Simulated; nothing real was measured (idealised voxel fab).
process module | voxel self aligned contacts
cross-section cut | 145 nm wide | cells 5 nm
A cross-section is a grid of square cells, given in bands from the top down. A band is one or more rows of cells.
Each band's line starts with the height of the band's top and of its bottom, in nm. Then come its materials from left to right, each with its width in nm. One material with "throughout" fills the band from edge to edge. "air" is empty space.
Height 0 is the level under which the wafer as received is all one material. The lowest band goes on downwards, as in "0 down".
A width such as "30 to 40" changes by the same amount from each row of cells to the next, from the band's top row to its bottom row.
"no change" after a step means that no cell of the cross-section changed.
closed voids: empty space of 8 cells or more with no open way to the top, each as width x height at its distance from the left edge, in nm
after a step's settings: what the simulator itself notes on the step
overlay nm, on a step with a mask: how far to the right of its planned place the mask lay; to the left if negative
plan
1 op RECEIVE | material Si
2 op CONFORMAL_DEP | material SiO2 | thk nm 5
3 op DIRECTIONAL_DEP | material polySi | thk nm 30
4 op DIRECTIONAL_DEP | material SiN | thk nm 20
5 op MASKED_ETCH | tone cover | mask id GATE | width nm 25 | pitch nm 60 | etch materials SiN | depth nm 20 | overlay nm 0
6 op MASKED_ETCH | tone cover | mask id GATE | width nm 25 | pitch nm 60 | etch materials polySi | depth nm 30 | overlay nm 0
7 op CONFORMAL_DEP | material SiN | thk nm 5
8 op DIRECTIONAL_ETCH | etch materials SiN | depth nm 5
9 op FILL_DEP | material SiO2 | thk nm 20
10 op CMP | height nm 65
11 op DIRECTIONAL_DEP | material aC | thk nm 15
12 op PATTERN | tone open | mask id CONTACT | material resist | width nm 45 | thk nm 30 | overlay nm 0
13 op DIRECTIONAL_ETCH | etch materials aC | depth nm 15
14 op STRIP | etch materials resist
15 op DIRECTIONAL_ETCH | etch materials SiO2 | depth nm 65
16 op STRIP | etch materials aC
17 op CONFORMAL_DEP | material TiN | thk nm 5
18 op FILL_DEP | material Ru | thk nm 5
19 op CMP | height nm 65
20 op CONFORMAL_DEP | material SiN | thk nm 5
first wafer, as planned
as received, after step 1
  0 down: Si throughout
  closed voids: none
after step 2
  5 to 0: SiO2 throughout
  below 0: unchanged
after step 3
  35 to 5: polySi throughout
  below 5: unchanged
after step 4
  55 to 35: SiN throughout
  below 35: unchanged
after step 5
  55 to 35: air 30 | SiN 25 | air 35 | SiN 25 | air 30
  below 35: unchanged
after step 6
  55 to 35: air 30 | SiN 25 | air 35 | SiN 25 | air 30
  35 to 5: air 30 | polySi 25 | air 35 | polySi 25 | air 30
  below 5: unchanged
after step 7
  60 to 35: air 25 | SiN 35 | air 25 | SiN 35 | air 25
  35 to 10: air 25 | SiN 5 | polySi 25 | SiN 5 | air 25 | SiN 5 | polySi 25 | SiN 5 | air 25
  10 to 5: SiN 30 | polySi 25 | SiN 35 | polySi 25 | SiN 30
  below 5: unchanged
after step 8
  55 to 35: air 25 | SiN 35 | air 25 | SiN 35 | air 25
  35 to 5: air 25 | SiN 5 | polySi 25 | SiN 5 | air 25 | SiN 5 | polySi 25 | SiN 5 | air 25
  below 5: unchanged
after step 9
  75 to 55: SiO2 throughout
  55 to 35: SiO2 25 | SiN 35 | SiO2 25 | SiN 35 | SiO2 25
  35 to 5: SiO2 25 | SiN 5 | polySi 25 | SiN 5 | SiO2 25 | SiN 5 | polySi 25 | SiN 5 | SiO2 25
  below 5: unchanged
after step 10
  65 to 55: SiO2 throughout
  below 55: unchanged
after step 11
  80 to 65: aC throughout
  below 65: unchanged
after step 12
  110 to 80: resist 50 | air 45 | resist 50
  below 80: unchanged
after step 13
  95 to 80: resist 50 | air 45 | resist 50
  80 to 65: aC 50 | air 45 | aC 50
  below 65: unchanged
after step 14
  80 to 65: aC 50 | air 45 | aC 50
  below 65: unchanged
after step 15
  80 to 65: aC 50 | air 45 | aC 50
  65 to 55: SiO2 50 | air 45 | SiO2 50
  55 to 35: SiO2 25 | SiN 35 | air 25 | SiN 35 | SiO2 25
  35 to 5: SiO2 25 | SiN 5 | polySi 25 | SiN 5 | air 25 | SiN 5 | polySi 25 | SiN 5 | SiO2 25
  5 to 0: SiO2 60 | air 25 | SiO2 60
  below 0: unchanged
after step 16
  65 to 55: SiO2 50 | air 45 | SiO2 50
  below 55: unchanged
after step 17
  70 to 65: TiN 55 | air 35 | TiN 55
  65 to 55: SiO2 50 | TiN 5 to 15 | air 35 to 15 | TiN 5 to 15 | SiO2 50
  55 to 35: SiO2 25 | SiN 35 | TiN 5 | air 15 | TiN 5 | SiN 35 | SiO2 25
  35 to 5: SiO2 25 | SiN 5 | polySi 25 | SiN 5 | TiN 5 | air 15 | TiN 5 | SiN 5 | polySi 25 | SiN 5 | SiO2 25
  5 to 0: SiO2 60 | TiN 25 | SiO2 60
  below 0: unchanged
after step 18
  75 to 70: Ru throughout
  70 to 65: TiN 55 | Ru 35 | TiN 55
  65 to 55: SiO2 50 | TiN 5 to 15 | Ru 35 to 15 | TiN 5 to 15 | SiO2 50
  55 to 35: SiO2 25 | SiN 35 | TiN 5 | Ru 15 | TiN 5 | SiN 35 | SiO2 25
  35 to 5: SiO2 25 | SiN 5 | polySi 25 | SiN 5 | TiN 5 | Ru 15 | TiN 5 | SiN 5 | polySi 25 | SiN 5 | SiO2 25
  below 5: unchanged
after step 19
  65 to 55: SiO2 50 | TiN 5 to 15 | Ru 35 to 15 | TiN 5 to 15 | SiO2 50
  below 55: unchanged
after step 20
  70 to 65: SiN throughout
  below 65: unchanged
second wafer: like start, like plan, one mistake. Through step 16 it matches the first wafer
when step 17 should have ended
  70 to 65: polySi 55 | air 35 | polySi 55
  65 to 55: SiO2 50 | polySi 5 to 15 | air 35 to 15 | polySi 5 to 15 | SiO2 50
  55 to 35: SiO2 25 | SiN 35 | polySi 5 | air 15 | polySi 5 | SiN 35 | SiO2 25
  35 to 5: SiO2 25 | SiN 5 | polySi 25 | SiN 5 | polySi 5 | air 15 | polySi 5 | SiN 5 | polySi 25 | SiN 5 | SiO2 25
  5 to 0: SiO2 60 | polySi 25 | SiO2 60
  below 0: unchanged
when step 18 should have ended
  75 to 70: Ru throughout
  70 to 65: polySi 55 | Ru 35 | polySi 55
  65 to 55: SiO2 50 | polySi 5 to 15 | Ru 35 to 15 | polySi 5 to 15 | SiO2 50
  55 to 35: SiO2 25 | SiN 35 | polySi 5 | Ru 15 | polySi 5 | SiN 35 | SiO2 25
  35 to 5: SiO2 25 | SiN 5 | polySi 25 | SiN 5 | polySi 5 | Ru 15 | polySi 5 | SiN 5 | polySi 25 | SiN 5 | SiO2 25
  below 5: unchanged
when step 19 should have ended
  65 to 55: SiO2 50 | polySi 5 to 15 | Ru 35 to 15 | polySi 5 to 15 | SiO2 50
  below 55: unchanged
when step 20 should have ended
  70 to 65: SiN throughout
  below 65: unchanged
what went wrong: step 17 ran as: op CONFORMAL_DEP | material polySi | thk nm 5
at the end the second wafer has, in cells: 33 fewer of TiN | 33 more of polySi
